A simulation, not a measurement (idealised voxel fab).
process module | voxel transistor to metal
cross-section cut | 170 nm wide | cells 5 nm
A cross-section is a grid of square cells, given in bands from the top down. A band is one or more rows of cells.
Each band's line starts with the height of the band's top and of its bottom, in nm. Then come its materials from left to right, each with its width in nm. One material with "throughout" fills the band from edge to edge. "air" is empty space.
Height 0 is the level under which the wafer as received is all one material. The lowest band goes on downwards, as in "0 down".
A width such as "30 to 40" changes by the same amount from each row of cells to the next, from the band's top row to its bottom row.
"no change" after a step means that no cell of the cross-section changed.
closed voids: empty space of 8 cells or more with no open way to the top, each as width x height at its distance from the left edge, in nm
after a step's settings: what the simulator itself notes on the step
overlay nm, on a step with a mask: how far to the right of its planned place the mask lay; to the left if negative
plan
1 op RECEIVE | material Si
2 op CONFORMAL_DEP | material SiO2 | thk nm 5
3 op CONFORMAL_DEP | material SiN | thk nm 15
4 op MASKED_ETCH | tone cover | mask id ACTIVE | width nm 125 | etch materials SiN | depth nm 15 | overlay nm 0
5 op MASKED_ETCH | tone cover | mask id ACTIVE | width nm 125 | etch materials SiO2 | depth nm 5 | overlay nm 0
6 op MASKED_ETCH | tone cover | mask id ACTIVE | width nm 125 | etch materials Si | depth nm 35 | overlay nm 0
7 op FILL_DEP | material SiO2 | thk nm 10
8 op CMP | height nm 20
9 op SELECTIVE_ETCH | etch materials SiO2 | depth nm 10
10 op STRIP | etch materials SiN
11 op SELECTIVE_ETCH | etch materials SiO2 | depth nm 5
12 op OXIDIZE | depth nm 5
13 op DIRECTIONAL_DEP | material polySi | thk nm 20
14 op DIRECTIONAL_DEP | material SiCN | thk nm 10
15 op PATTERN | tone cover | mask id GATE | material resist | width nm 25 | thk nm 20 | overlay nm 0
16 op DIRECTIONAL_ETCH | etch materials SiCN | depth nm 20
17 op DIRECTIONAL_ETCH | etch materials polySi | depth nm 30
18 op STRIP | etch materials resist
19 op CONFORMAL_DEP | material SiO2 | thk nm 5
20 op DIRECTIONAL_ETCH | etch materials SiO2 | depth nm 5
21 op CONFORMAL_DEP | material SiN | thk nm 10
22 op DIRECTIONAL_ETCH | etch materials SiN | depth nm 10
23 op DIRECTIONAL_ETCH | etch materials SiO2 | depth nm 5
24 op DIRECTIONAL_ETCH | etch materials Si | depth nm 10
25 op EPI | material pSi | thk nm 15
26 op FILL_DEP | material SiO2 | thk nm 5
27 op CMP | height nm 30
28 op DIRECTIONAL_DEP | material SiO2 | thk nm 10
29 op MASKED_ETCH | tone open | mask id CONTACT | width nm 35 | pitch nm 70 | etch materials SiO2 | depth nm 30 | overlay nm 0
30 op CONFORMAL_DEP | material TiN | thk nm 5
31 op FILL_DEP | material W | thk nm 5
32 op CMP | height nm 40
33 op CONFORMAL_DEP | material SiCN | thk nm 5
34 op DIRECTIONAL_DEP | material SiO2 | thk nm 20
35 op DIRECTIONAL_DEP | material aC | thk nm 10
36 op PATTERN | tone open | mask id METAL_1 | material resist | width nm 20 | pitch nm 85 | thk nm 25 | overlay nm -15
37 op DIRECTIONAL_ETCH | etch materials aC | depth nm 10
38 op STRIP | etch materials resist
39 op DIRECTIONAL_ETCH | etch materials SiO2 | depth nm 20
40 op DIRECTIONAL_ETCH | etch materials SiCN | depth nm 5
41 op STRIP | etch materials aC
42 op CONFORMAL_DEP | material TiN | thk nm 5
43 op FILL_DEP | material Cu | thk nm 10
44 op CMP | height nm 65
45 op CONFORMAL_DEP | material SiCN | thk nm 5
varied across the wafers: overlay nm of step 36. The plan shows the first wafer's value. All wafers start alike
first wafer as received, after step 1
  0 down: Si throughout
  closed voids: none
first wafer at the end, after step 45
  70 to 65: SiCN throughout
  65 to 45: SiO2 15 | TiN 5 | Cu 10 | TiN 5 | SiO2 65 | TiN 5 | Cu 10 | TiN 5 | SiO2 50
  45 to 40: SiCN 15 | TiN 20 | SiCN 65 | TiN 20 | SiCN 50
  40 to 30: SiO2 30 | TiN 5 | W 25 to 15 | TiN 5 to 15 | SiO2 35 | TiN 5 to 15 | W 25 to 15 | TiN 5 | SiO2 35
  30 to 20: SiO2 30 | TiN 5 | W 15 | TiN 5 | SiN 10 | SiO2 5 | SiCN 25 | SiO2 5 | SiN 10 | TiN 5 | W 15 | TiN 5 | SiO2 35
  20 to 15: SiO2 30 | TiN 5 | W 15 | TiN 5 | SiN 10 | SiO2 5 | polySi 25 | SiO2 5 | SiN 10 | TiN 5 | W 15 | TiN 5 | SiO2 35
  15 to 10: SiO2 30 | TiN 25 | SiN 10 | SiO2 5 | polySi 25 | SiO2 5 | SiN 10 | TiN 25 | SiO2 35
  10 to 5: SiO2 25 | pSi 30 | SiN 10 | SiO2 5 | polySi 25 | SiO2 5 | SiN 10 | pSi 30 | SiO2 30
  5 to 0: SiO2 20 | SiN 10 | pSi 25 | SiN 10 | SiO2 5 | polySi 25 | SiO2 5 | SiN 10 | pSi 25 | SiN 10 | SiO2 25
  0 to -5: SiO2 30 | pSi 25 | SiO2 55 | pSi 25 | SiO2 35
  -5 to -15: SiO2 20 | Si 10 | pSi 25 | Si 55 | pSi 25 | Si 10 | SiO2 25
  -15 to -35: SiO2 20 | Si 125 | SiO2 25
  -35 down: Si throughout
  closed voids: none
last wafer at the end
  70 to 65: SiCN throughout
  65 to 45: SiO2 45 | TiN 5 | Cu 10 | TiN 5 | SiO2 65 | TiN 5 | Cu 10 | TiN 5 | SiO2 20
  45 to 40: SiCN 45 | TiN 20 | SiCN 65 | TiN 20 | SiCN 20
  40 to 30: SiO2 30 | TiN 5 | W 25 to 15 | TiN 5 to 15 | SiO2 35 | TiN 5 to 15 | W 25 to 15 | TiN 5 | SiO2 35
  30 to 20: SiO2 30 | TiN 5 | W 15 | TiN 5 | SiN 10 | SiO2 5 | SiCN 25 | SiO2 5 | SiN 10 | TiN 5 | W 15 | TiN 5 | SiO2 35
  20 to 15: SiO2 30 | TiN 5 | W 15 | TiN 5 | SiN 10 | SiO2 5 | polySi 25 | SiO2 5 | SiN 10 | TiN 5 | W 15 | TiN 5 | SiO2 35
  15 to 10: SiO2 30 | TiN 25 | SiN 10 | SiO2 5 | polySi 25 | SiO2 5 | SiN 10 | TiN 25 | SiO2 35
  10 to 5: SiO2 25 | pSi 30 | SiN 10 | SiO2 5 | polySi 25 | SiO2 5 | SiN 10 | pSi 30 | SiO2 30
  5 to 0: SiO2 20 | SiN 10 | pSi 25 | SiN 10 | SiO2 5 | polySi 25 | SiO2 5 | SiN 10 | pSi 25 | SiN 10 | SiO2 25
  0 to -5: SiO2 30 | pSi 25 | SiO2 55 | pSi 25 | SiO2 35
  -5 to -15: SiO2 20 | Si 10 | pSi 25 | Si 55 | pSi 25 | Si 10 | SiO2 25
  -15 to -35: SiO2 20 | Si 125 | SiO2 25
  -35 down: Si throughout
  closed voids: none
each wafer at the end: cells of each material gained (+) or lost (-) since it was received, then its closed voids
overlay nm -15 | +16 Cu | -108 Si | +70 SiCN | +28 SiN | +306 SiO2 | +58 TiN | +34 W | +52 pSi | +20 polySi | closed voids: none
overlay nm -10 | +16 Cu | -108 Si | +70 SiCN | +28 SiN | +306 SiO2 | +58 TiN | +34 W | +52 pSi | +20 polySi | closed voids: none
overlay nm -5 | +16 Cu | -108 Si | +70 SiCN | +28 SiN | +306 SiO2 | +58 TiN | +34 W | +52 pSi | +20 polySi | closed voids: none
overlay nm 0 | +16 Cu | -108 Si | +70 SiCN | +28 SiN | +306 SiO2 | +58 TiN | +34 W | +52 pSi | +20 polySi | closed voids: none
overlay nm 5 | +16 Cu | -108 Si | +70 SiCN | +28 SiN | +306 SiO2 | +58 TiN | +34 W | +52 pSi | +20 polySi | closed voids: none
overlay nm 10 | +16 Cu | -108 Si | +70 SiCN | +28 SiN | +306 SiO2 | +58 TiN | +34 W | +52 pSi | +20 polySi | closed voids: none
overlay nm 15 | +16 Cu | -108 Si | +70 SiCN | +28 SiN | +306 SiO2 | +58 TiN | +34 W | +52 pSi | +20 polySi | closed voids: none
